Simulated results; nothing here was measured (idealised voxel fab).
process module | voxel capacitor over wiring
cross-section cut | 285 nm wide | cells 5 nm
A cross-section is a grid of square cells, given in bands from the top down. A band is one or more rows of cells.
Each band's line starts with the height of the band's top and of its bottom, in nm. Then come its materials from left to right, each with its width in nm. One material with "throughout" fills the band from edge to edge. "air" is empty space.
Height 0 is the level under which the wafer as received is all one material. The lowest band goes on downwards, as in "0 down".
A width such as "30 to 40" changes by the same amount from each row of cells to the next, from the band's top row to its bottom row.
"no change" after a step means that no cell of the cross-section changed.
closed voids: empty space of 8 cells or more with no open way to the top, each as width x height at its distance from the left edge, in nm
after a step's settings: what the simulator itself notes on the step
overlay nm, on a step with a mask: how far to the right of its planned place the mask lay; to the left if negative
plan
1 op RECEIVE | material Si
2 op CONFORMAL_DEP | material SiO2 | thk nm 15
3 op CONFORMAL_DEP | material SiN | thk nm 5
4 op DIRECTIONAL_DEP | material SiO2 | thk nm 20
5 op MASKED_ETCH | tone open | mask id METAL_1 | width nm 25 | pitch nm 80 | etch materials SiO2 | depth nm 20 | overlay nm 0
6 op MASKED_ETCH | tone open | mask id METAL_1 | width nm 25 | pitch nm 80 | etch materials SiN | depth nm 5 | overlay nm 0
7 op CONFORMAL_DEP | material TiN | thk nm 5
8 op FILL_DEP | material W | thk nm 5
9 op CMP | height nm 40
10 op CONFORMAL_DEP | material SiCN | thk nm 5
11 op DIRECTIONAL_DEP | material SiO2 | thk nm 20
12 op PATTERN | tone open | mask id PLUG_1 | material resist | width nm 15 | thk nm 20 | overlay nm 0
13 op DIRECTIONAL_ETCH | etch materials SiO2 | depth nm 20
14 op DIRECTIONAL_ETCH | etch materials SiCN | depth nm 5
15 op STRIP | etch materials resist
16 op CONFORMAL_DEP | material TiN | thk nm 5
17 op FILL_DEP | material Ru | thk nm 10
18 op CMP | height nm 65
19 op DIRECTIONAL_DEP | material TiN | thk nm 5
20 op DIRECTIONAL_DEP | material HfO2 | thk nm 5
21 op DIRECTIONAL_DEP | material TiN | thk nm 5
22 op DIRECTIONAL_DEP | material aC | thk nm 15
23 op PATTERN | tone cover | mask id UPPER_PLATE | material resist | width nm 60 | thk nm 35 | overlay nm 0
24 op DIRECTIONAL_ETCH | etch materials aC | depth nm 15
25 op STRIP | etch materials resist
26 op DIRECTIONAL_ETCH | etch materials TiN | depth nm 5
27 op DIRECTIONAL_ETCH | etch materials HfO2 | depth nm 5
28 op STRIP | etch materials aC
29 op DIRECTIONAL_DEP | material aC | thk nm 15
30 op PATTERN | tone cover | mask id LOWER_PLATE | material resist | width nm 70 | thk nm 30 | overlay nm 0
31 op DIRECTIONAL_ETCH | etch materials aC | depth nm 15
32 op STRIP | etch materials resist
33 op DIRECTIONAL_ETCH | etch materials TiN | depth nm 5
34 op STRIP | etch materials aC
35 op FILL_DEP | material SiO2 | thk nm 20
36 op CMP | height nm 95
37 op PATTERN | tone open | mask id PLUG_2 | material resist | width nm 15 | thk nm 20 | overlay nm 0
38 op DIRECTIONAL_ETCH | etch materials SiO2 | depth nm 15
39 op STRIP | etch materials resist
40 op CONFORMAL_DEP | material TiN | thk nm 5
41 op FILL_DEP | material Cu | thk nm 10
42 op CMP | height nm 95
43 op CONFORMAL_DEP | material SiN | thk nm 5
as received, after step 1
  0 down: Si throughout
  closed voids: none
a wafer at the end: this start, this plan, one mistake
  100 to 95: SiN throughout
  95 to 85: SiO2 110 | TiN 5 | Cu 5 | TiN 5 | SiO2 160
  85 to 80: SiO2 110 | TiN 15 | SiO2 160
  80 to 75: SiO2 95 | TiN 5 | SiO2 60 | TiN 5 | SiO2 120
  75 to 70: HfO2 100 | SiO2 60 | HfO2 125
  70 to 65: TiN throughout
  65 to 45: SiO2 100 | TiN 5 | Ru 5 | TiN 5 | SiO2 170
  45 to 40: SiCN 100 | TiN 15 | SiCN 170
  40 to 20: SiO2 90 | TiN 5 | W 15 | TiN 5 | SiO2 55 | TiN 5 | W 15 | TiN 5 | SiO2 90
  20 to 15: SiN 90 | TiN 25 | SiN 55 | TiN 25 | SiN 90
  15 to 0: SiO2 throughout
  0 down: Si throughout
  closed voids: none
what went wrong: step 23 ran as: op PATTERN | tone open | mask id UPPER_PLATE | material resist | width nm 60 | thk nm 35 | overlay nm 0
